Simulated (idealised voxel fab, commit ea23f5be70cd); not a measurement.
Documented hereafter: the process module known as voxel local oxidation.
Cross-sectional view cut (width: 300 nm; square cell size: 5 nm).
If you're reading a cross-section in this doc, picture square cells in a grid; it comes to you as bands, top ones listed first down to the bottom, and a band can be one or more rows of cells. It is stipulated that each band's entry specify, in nanometres, the height of the top of the band and then that of its bottom, followed by the materials of the band in left-to-right sequence, each together with its width in nanometres. A single material marked by the word "everywhere" is understood to fill the band from edge to edge; the word "blank" is understood to denote empty space. Heights are expressed relative to 0, this being the level below which the as-received wafer comprises one material exclusively. The lowest band is unbounded in the downward direction and is denoted as in "0..down". Read "30 to 40" as a graded width: first number on top, second number at the bottom, same change between each pair of neighbouring rows. Step marked "nothing different"? Then no cell in the cross-section changed in it. Each empty space that has no open way to the top and spans at least 8 cells appears under "Closed void table" as width x height at distance, the distance counted from the left edge, all in nm. If you see something after the settings on a step's line, that's the simulator's own remark about that step. The "overlay nm" setting may appear on a step's line; for a step that uses a mask, it gives how far to the right of its planned position the mask lay, and a negative value indicates the left.

These are the steps we planned for the process:
| 1 | RECEIVE (material Si) |
| 2 | CONFORMAL_DEP (material SiO2; thk nm 5) |
| 3 | CONFORMAL_DEP (material SiN; thk nm 15) |
| 4 | PATTERN (tone cover; mask id ACTIVE; material resist; width nm 100; thk nm 15; overlay nm 0) |
| 5 | DIRECTIONAL_ETCH (etch materials SiN; depth nm 15) |
| 6 | STRIP (etch materials resist) |
| 7 | SELECTIVE_ETCH (etch materials SiO2; depth nm 5) |
| 8 | OXIDIZE (depth nm 10) |
| 9 | STRIP (etch materials SiN) |

Wafer, first of two, run as planned:

Wafer at receipt (post step 1), cross-section:
    0..down = Si everywhere
    Closed void table: none

Cross-section of the wafer subsequent to step 2:
    5..0 = SiO2 everywhere
    Anything lower than 0 is untouched.

Cross-section of the wafer subsequent to step 3:
    20..5 = SiN everywhere
    Anything lower than 5 is untouched.

Cross-section of the wafer subsequent to step 4:
    35..20 = blank=100, resist=100, blank=100
    Anything lower than 20 is untouched.

Cross-section of the wafer subsequent to step 5:
    35..20 = blank=100, resist=100, blank=100
    20..5 = blank=100, SiN=100, blank=100
    Anything lower than 5 is untouched.

Cross-section of the wafer subsequent to step 6:
    20..5 = blank=100, SiN=100, blank=100
    Anything lower than 5 is untouched.

Cross-section of the wafer subsequent to step 7:
    20..5 = blank=100, SiN=100, blank=100
    5..0 = blank=105, SiO2=90, blank=105
    Anything lower than 0 is untouched.

Cross-section of the wafer subsequent to step 8:
    20..5 = blank=100, SiN=100, blank=100
    5..0 = blank=105, SiO2=90, blank=105
    0..-10 = SiO2=115, Si=70, SiO2=115
    Anything lower than -10 is untouched.

Cross-section of the wafer subsequent to step 9:
    5..0 = blank=105, SiO2=90, blank=105
    Anything lower than 0 is untouched.

Here the second wafer is described. Its start and its plan were those of the first wafer. Its run contained one mistake. Up to and including step 2, it did exactly what the first wafer did:

Cross-section of the second wafer corresponding to the planned conclusion of step 3:
    20..0 = SiO2 everywhere
    Anything lower than 0 is untouched.

Cross-section of the second wafer corresponding to the planned conclusion of step 4:
    35..20 = blank=100, resist=100, blank=100
    Anything lower than 20 is untouched.

Cross-section of the second wafer corresponding to the planned conclusion of step 5: nothing different

Cross-section of the second wafer corresponding to the planned conclusion of step 6:
    20..0 = SiO2 everywhere
    Anything lower than 0 is untouched.

Cross-section of the second wafer corresponding to the planned conclusion of step 7:
    15..0 = SiO2 everywhere
    Anything lower than 0 is untouched.

Cross-section of the second wafer corresponding to the planned conclusion of step 8: nothing different

Cross-section of the second wafer corresponding to the planned conclusion of step 9: nothing different
Heads up, the wafer didn't run the way we planned it: so step 3 ended up running with a different setting than we planned, it ran as CONFORMAL_DEP (material SiO2; thk nm 15)
In the final state, the cell counts of the second wafer exceed or fall short of those of the first for the following materials: +92 Si | +70 SiO2
